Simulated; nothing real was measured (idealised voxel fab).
The process module presented herein is designated voxel self aligned vias.
Xsec cut, 225 nm wide, square cell size 5 nm.
Square cells in a grid make up a cross-section in this document, and the grid is given as bands, listed from the top down, each one or more rows of cells.
Heights first: top, then bottom, in nm. Then materials, left to right, each with a width in nm. "throughout" on a single material: fills the band edge to edge. "empty": empty space.
Heights from 0 (as-received wafer is one material below). Bottom band endless downward, as "from 0 down".
The width entry "30 to 40" should be interpreted row by row: the top row of cells in the band takes the first number, the bottom row takes the second number, and the change between adjacent rows is uniform throughout.
No cell of the cross-section changed in a step that is given as "all unchanged".
Each empty space that has no open way to the top and spans at least 8 cells appears under "Tabulated closed voids" as width x height at distance, the distance counted from the left edge, all in nm.
It should be noted that, on the line of a given step, the content following the step's settings is a remark produced by the simulator itself with respect to that step.
"overlay nm", when on a step's line for a step with a mask, measures how far to the right of its planned place the mask lay; a negative measure means to the left.
LISTED BELOW ARE THE PROCESS STEPS AS PLANNED
1,RECEIVE,material Si
2,CONFORMAL_DEP,material SiO2,thk nm 10
3,CONFORMAL_DEP,material SiCN,thk nm 5
4,DIRECTIONAL_DEP,material SiO2,thk nm 20
5,MASKED_ETCH,tone open,mask id LINES,width nm 30,pitch nm 70,etch materials SiO2,depth nm 20,overlay nm 0
6,CONFORMAL_DEP,material TiN,thk nm 5
7,FILL_DEP,material W,thk nm 5
8,CMP,height nm 35
9,SELECTIVE_ETCH,etch materials W Ru TiN,depth nm 10
10,FILL_DEP,material SiN,thk nm 5
11,CMP,height nm 35
12,DIRECTIONAL_DEP,material SiO2,thk nm 20
13,DIRECTIONAL_DEP,material aC,thk nm 10
14,PATTERN,tone open,mask id VIAS,material resist,width nm 40,pitch nm 140,thk nm 25,overlay nm 0
15,DIRECTIONAL_ETCH,etch materials aC,depth nm 10
16,STRIP,etch materials resist
17,DIRECTIONAL_ETCH,etch materials SiO2,depth nm 20
18,DIRECTIONAL_ETCH,etch materials SiN,depth nm 10
19,STRIP,etch materials aC
20,CONFORMAL_DEP,material TiN,thk nm 5
21,FILL_DEP,material Ru,thk nm 5
22,CMP,height nm 55
23,CONFORMAL_DEP,material SiCN,thk nm 5
THIS IS THE CROSS-SECTION OF THE WAFER AS WE RECEIVED IT, I.E. AFTER STEP 1
    from 0 down | Si throughout
    Tabulated closed voids: none
CROSS-SECTIONAL VIEW OF THE FIRST OF THE TWO WAFERS UPON COMPLETION OF THE MODULE, PROCESSED IN ACCORDANCE WITH THE PLAN
    from 60 to 55 | SiCN throughout
    from 55 to 40 | 20 nm SiO2  5 nm TiN  30 nm Ru  5 nm TiN  100 nm SiO2  5 nm TiN  30 nm Ru  5 nm TiN  25 nm SiO2
    from 40 to 35 | 20 nm SiO2  10 nm TiN  20 nm Ru  10 nm TiN  100 nm SiO2  10 nm TiN  20 nm Ru  10 nm TiN  25 nm SiO2
    from 35 to 30 | 25 nm SiO2  5 nm TiN  20 nm Ru  5 nm TiN  40 nm SiO2  30 nm SiN  40 nm SiO2  5 nm TiN  20 nm Ru  5 nm TiN  30 nm SiO2
    from 30 to 25 | 25 nm SiO2  30 nm TiN  40 nm SiO2  30 nm SiN  40 nm SiO2  30 nm TiN  30 nm SiO2
    from 25 to 20 | 25 nm SiO2  5 nm TiN  20 nm W  5 nm TiN  40 nm SiO2  5 nm TiN  20 nm W  5 nm TiN  40 nm SiO2  5 nm TiN  20 nm W  5 nm TiN  30 nm SiO2
    from 20 to 15 | 25 nm SiO2  30 nm TiN  40 nm SiO2  30 nm TiN  40 nm SiO2  30 nm TiN  30 nm SiO2
    from 15 to 10 | SiCN throughout
    from 10 to 0 | SiO2 throughout
    from 0 down | Si throughout
    Tabulated closed voids: none
THIS CROSS-SECTION BELONGS TO THE SECOND WAFER OF TWO AT THE END OF THE MODULE; THE START AND THE PLAN WERE SHARED WITH THE FIRST, AND THE RUN INCLUDED ONE MISTAKE
    from 60 to 55 | SiCN throughout
    from 55 to 40 | 20 nm SiO2  5 nm TiN  35 nm Ru  5 nm TiN  95 nm SiO2  5 nm TiN  35 nm Ru  5 nm TiN  20 nm SiO2
    from 40 to 35 | 20 nm SiO2  10 nm TiN  20 nm Ru  15 nm TiN  95 nm SiO2  10 nm TiN  20 nm Ru  15 nm TiN  20 nm SiO2
    from 35 to 30 | 25 nm SiO2  5 nm TiN  20 nm Ru  5 nm TiN  40 nm SiO2  30 nm SiN  40 nm SiO2  5 nm TiN  20 nm Ru  5 nm TiN  30 nm SiO2
    from 30 to 25 | 25 nm SiO2  30 nm TiN  40 nm SiO2  30 nm SiN  40 nm SiO2  30 nm TiN  30 nm SiO2
    from 25 to 20 | 25 nm SiO2  5 nm TiN  20 nm W  5 nm TiN  40 nm SiO2  5 nm TiN  20 nm W  5 nm TiN  40 nm SiO2  5 nm TiN  20 nm W  5 nm TiN  30 nm SiO2
    from 20 to 15 | 25 nm SiO2  30 nm TiN  40 nm SiO2  30 nm TiN  40 nm SiO2  30 nm TiN  30 nm SiO2
    from 15 to 10 | SiCN throughout
    from 10 to 0 | SiO2 throughout
    from 0 down | Si throughout
    Tabulated closed voids: none
In executing the process, a mistake was made relative to the plan: step 14 ran with different settings than intended, the actual operation and settings being PATTERN,tone open,mask id VIAS,material resist,width nm 45,pitch nm 140,thk nm 25,overlay nm 0
It is noted that, at the conclusion of processing, the second wafer exhibits a higher or lower cell count for certain materials relative to the first: 6 more of Ru | 8 fewer of SiO2 | 2 more of TiN
